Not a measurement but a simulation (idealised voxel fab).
Title: Process Module voxel tone inversion
Xsec cut, 280 nm wide, square cell size 5 nm.
Cross-section format: a grid of square cells, given as bands from top to bottom; each band is one or more rows of cells.
It is stipulated that each band's entry specify, in nanometres, the height of the top of the band and then that of its bottom, followed by the materials of the band in left-to-right sequence, each together with its width in nanometres. A single material marked by the word "full width" is understood to fill the band from edge to edge; the word "blank" is understood to denote empty space.
It should be noted that heights are counted from 0, beneath which the wafer as supplied is of one material throughout, and that the lowest band possesses no lower boundary but continues downward, as written in "0 nm and below".
Width: "30 to 40" (first number = top row, second number = bottom row, same change from row to row of cells).
It should be understood that the words "nothing was modified", when stated for a given step, signify that the cross-section underwent no change in any of its cells during that step.
For the entry "Closed void inventory", the listed items are empty spaces with no open way to the top whose size is 8 cells or more; each item follows the pattern width x height at distance, where distance is from the left edge and all three are in nm.
If you see something after the settings on a step's line, that's the simulator's own remark about that step.
Among the settings permitted on a step's line is "overlay nm"; applied to a step with a mask, it specifies the extent to which the mask lay to the right of its planned position, whereas a negative figure signifies a position to the left.

## Process steps - plan
1. RECEIVE | material Si
2. CONFORMAL_DEP | material SiCN | thk nm 10
3. DIRECTIONAL_DEP | material aC | thk nm 15
4. PATTERN | tone cover | mask id POSTS | material resist | width nm 15 | pitch nm 40 | thk nm 25 | overlay nm 0
5. DIRECTIONAL_ETCH | etch materials aC | depth nm 15
6. STRIP | etch materials resist
7. FILL_DEP | material SiO2 | thk nm 5
8. CMP | height nm 25
9. STRIP | etch materials aC
10. CONFORMAL_DEP | material TiN | thk nm 5
11. FILL_DEP | material Ru | thk nm 10
12. CMP | height nm 25
13. CONFORMAL_DEP | material SiN | thk nm 5
All wafers enter the flow in the same state. The width nm at step 4 differs from wafer to wafer, and the plan gives the value for the first wafer.

## The as-received cross-section of the first of several wafers corresponds to the state after step 1
- 0 nm and below  Si full width
- Closed void inventory: none

## Post step 13, the closing step of the module: first of several wafers, cross-sectioned
- 30 nm to 25 nm  SiN full width
- 25 nm to 15 nm  75 nm SiO2, 5 nm TiN, 5 nm Ru, 5 nm TiN, 25 nm SiO2, 5 nm TiN, 5 nm Ru, 5 nm TiN, 25 nm SiO2, 5 nm TiN, 5 nm Ru, 5 nm TiN, 25 nm SiO2, 5 nm TiN, 5 nm Ru, 5 nm TiN, 70 nm SiO2
- 15 nm to 10 nm  75 nm SiO2, 15 nm TiN, 25 nm SiO2, 15 nm TiN, 25 nm SiO2, 15 nm TiN, 25 nm SiO2, 15 nm TiN, 70 nm SiO2
- 10 nm to 0 nm  SiCN full width
- 0 nm and below  Si full width
- Closed void inventory: none

## Here we cross-sectioned the last of the wafers once the module was done
- 30 nm to 25 nm  SiN full width
- 25 nm to 15 nm  70 nm SiO2, 5 nm TiN, 15 nm Ru, 5 nm TiN, 15 nm SiO2, 5 nm TiN, 15 nm Ru, 5 nm TiN, 15 nm SiO2, 5 nm TiN, 15 nm Ru, 5 nm TiN, 15 nm SiO2, 5 nm TiN, 15 nm Ru, 5 nm TiN, 65 nm SiO2
- 15 nm to 10 nm  70 nm SiO2, 25 nm TiN, 15 nm SiO2, 25 nm TiN, 15 nm SiO2, 25 nm TiN, 15 nm SiO2, 25 nm TiN, 65 nm SiO2
- 10 nm to 0 nm  SiCN full width
- 0 nm and below  Si full width
- Closed void inventory: none

## For your reference, the table is organized with a row per wafer; each row reflects the wafer at the end of the module, indicating for each material the cells gained (+) or lost (-) since receipt, and thereafter its closed voids
width nm 15, +8 Ru, +112 SiCN, +56 SiN, +132 SiO2, +28 TiN, Closed void inventory: none
width nm 20, +16 Ru, +112 SiCN, +56 SiN, +120 SiO2, +32 TiN, Closed void inventory: none
width nm 25, +24 Ru, +112 SiCN, +56 SiN, +108 SiO2, +36 TiN, Closed void inventory: none
